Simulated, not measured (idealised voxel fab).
Process module, titled voxel wiring stack
The cross-section on display is named cut; it measures 250 nm wide, and its cells are 5 nm squares.
Cross-sections here: square-cell grids, written as top-down lists of bands, a band being one or more rows of cells.
In this notation a band is specified by the heights of its top and bottom, in that order and in nm, after which its materials appear from left to right, each paired with its width in nm. The word "everywhere" attached to a single material means that material fills the band from edge to edge; the word "air" stands for empty space.
Zero point of the height axis is 0; under it, received wafer = one material. Lowest band: continues down indefinitely, "top 0, no bottom".
The width entry "30->40" should be interpreted row by row: the top row of cells in the band takes the first number, the bottom row takes the second number, and the change between adjacent rows is uniform throughout.
Reading "remains unaltered" for a step: not a cell of the cross-section changed in it.
Closed-off voids of 8+ cells (no open route to the top) go in "Closed voids list", written width x height at distance from the left edge, in nm.
Anything after a step's settings on that line? It's the simulator's own note about the step.
A step line may carry the setting "overlay nm", which, for steps involving a mask, states the distance by which the mask lay to the right of its intended position; negative values denote displacement to the left.

LIST OF PLANNED PROCESS STEPS
1: RECEIVE, material Si
2: CONFORMAL_DEP, material SiO2, thk nm 15
3: CONFORMAL_DEP, material SiN, thk nm 5
4: DIRECTIONAL_DEP, material lowk, thk nm 25
5: DIRECTIONAL_DEP, material aC, thk nm 10
6: PATTERN, tone open, mask id METAL_1, material resist, width nm 25, pitch nm 45, thk nm 25, overlay nm 0
7: DIRECTIONAL_ETCH, etch materials aC, depth nm 10
8: STRIP, etch materials resist
9: DIRECTIONAL_ETCH, etch materials lowk, depth nm 25
10: DIRECTIONAL_ETCH, etch materials SiN, depth nm 5
11: STRIP, etch materials aC
12: CONFORMAL_DEP, material TiN, thk nm 5
13: FILL_DEP, material W, thk nm 10
14: CMP, height nm 45
15: CONFORMAL_DEP, material SiCN, thk nm 5
16: DIRECTIONAL_DEP, material lowk, thk nm 20
17: MASKED_ETCH, tone open, mask id PLUG_1, width nm 15, pitch nm 90, etch materials lowk, depth nm 20, overlay nm 0
18: MASKED_ETCH, tone open, mask id PLUG_1, width nm 15, pitch nm 90, etch materials SiCN, depth nm 5, overlay nm 0
19: EPI, material Ru, thk nm 10
20: EPI, material Ru, thk nm 10
21: EPI, material Ru, thk nm 5
22: CONFORMAL_DEP, material SiN, thk nm 5
23: DIRECTIONAL_DEP, material lowk, thk nm 25
24: MASKED_ETCH, tone open, mask id METAL_2, width nm 25, pitch nm 45, etch materials lowk, depth nm 25, overlay nm 0
25: MASKED_ETCH, tone open, mask id METAL_2, width nm 25, pitch nm 45, etch materials SiN, depth nm 5, overlay nm 0
26: CONFORMAL_DEP, material TiN, thk nm 5
27: FILL_DEP, material Ru, thk nm 10
28: CMP, height nm 100
29: CONFORMAL_DEP, material SiCN, thk nm 5
30: DIRECTIONAL_DEP, material lowk, thk nm 10
31: PATTERN, tone open, mask id PLUG_2, material resist, width nm 15, pitch nm 45, thk nm 20, overlay nm 0
32: DIRECTIONAL_ETCH, etch materials lowk, depth nm 10
33: DIRECTIONAL_ETCH, etch materials SiCN, depth nm 5
34: STRIP, etch materials resist
35: CONFORMAL_DEP, material TiN, thk nm 5
36: FILL_DEP, material W, thk nm 10
37: CMP, height nm 115
38: DIRECTIONAL_DEP, material TiN, thk nm 5
39: DIRECTIONAL_DEP, material W, thk nm 15
40: DIRECTIONAL_DEP, material aC, thk nm 10
41: PATTERN, tone cover, mask id METAL_3, material resist, width nm 25, pitch nm 45, thk nm 30, overlay nm 0
42: DIRECTIONAL_ETCH, etch materials aC, depth nm 10
43: STRIP, etch materials resist
44: DIRECTIONAL_ETCH, etch materials W, depth nm 15
45: DIRECTIONAL_ETCH, etch materials TiN, depth nm 5
46: STRIP, etch materials aC
47: FILL_DEP, material lowk, thk nm 10
48: CMP, height nm 135
49: CONFORMAL_DEP, material SiN, thk nm 5

AS RECEIVED (POST STEP 1): CROSS-SECTION
top 0, no bottom: Si everywhere
Closed voids list: none

CROSS-SECTION, END OF MODULE. START: AS ABOVE. PLAN: AS ABOVE. EXECUTION: ONE MISTAKE
top 140, bottom 135: SiN everywhere
top 135, bottom 120: 45 nm lowk, then 25 nm W, then 20 nm lowk, then 25 nm W, then 20 nm lowk, then 25 nm W, then 20 nm lowk, then 25 nm W, then 45 nm lowk
top 120, bottom 115: 45 nm lowk, then 25 nm TiN, then 20 nm lowk, then 25 nm TiN, then 20 nm lowk, then 25 nm TiN, then 20 nm lowk, then 25 nm TiN, then 45 nm lowk
top 115, bottom 105: 45 nm lowk, then 5 nm TiN, then 5 nm W, then 5 nm TiN, then 30 nm lowk, then 5 nm TiN, then 5 nm W, then 5 nm TiN, then 30 nm lowk, then 5 nm TiN, then 5 nm W, then 5 nm TiN, then 30 nm lowk, then 5 nm TiN, then 5 nm W, then 5 nm TiN, then 55 nm lowk
top 105, bottom 100: 45 nm SiCN, then 15 nm TiN, then 30 nm SiCN, then 15 nm TiN, then 30 nm SiCN, then 15 nm TiN, then 30 nm SiCN, then 15 nm TiN, then 55 nm SiCN
top 100, bottom 75: 45 nm lowk, then 5 nm TiN, then 15 nm Ru, then 5 nm TiN, then 20 nm lowk, then 5 nm TiN, then 15 nm Ru, then 5 nm TiN, then 20 nm lowk, then 5 nm TiN, then 15 nm Ru, then 5 nm TiN, then 20 nm lowk, then 5 nm TiN, then 15 nm Ru, then 5 nm TiN, then 45 nm lowk
top 75, bottom 70: 45 nm SiN, then 25 nm TiN, then 20 nm SiN, then 25 nm TiN, then 20 nm SiN, then 25 nm TiN, then 20 nm SiN, then 25 nm TiN, then 45 nm SiN
top 70, bottom 50: 45 nm lowk, then 15 nm Ru, then 75 nm lowk, then 15 nm Ru, then 100 nm lowk
top 50, bottom 45: 45 nm SiCN, then 15 nm Ru, then 75 nm SiCN, then 15 nm Ru, then 100 nm SiCN
top 45, bottom 25: 45 nm lowk, then 5 nm TiN, then 15 nm W, then 5 nm TiN, then 20 nm lowk, then 5 nm TiN, then 15 nm W, then 5 nm TiN, then 20 nm lowk, then 5 nm TiN, then 15 nm W, then 5 nm TiN, then 20 nm lowk, then 5 nm TiN, then 15 nm W, then 5 nm TiN, then 45 nm lowk
top 25, bottom 20: 45 nm lowk, then 25 nm TiN, then 20 nm lowk, then 25 nm TiN, then 20 nm lowk, then 25 nm TiN, then 20 nm lowk, then 25 nm TiN, then 45 nm lowk
top 20, bottom 15: lowk everywhere
top 15, bottom 0: SiO2 everywhere
top 0, no bottom: Si everywhere
Closed voids list: none
Diagnosis: so step 3 ended up running with a different setting than we planned, it ran as CONFORMAL_DEP, material lowk, thk nm 5
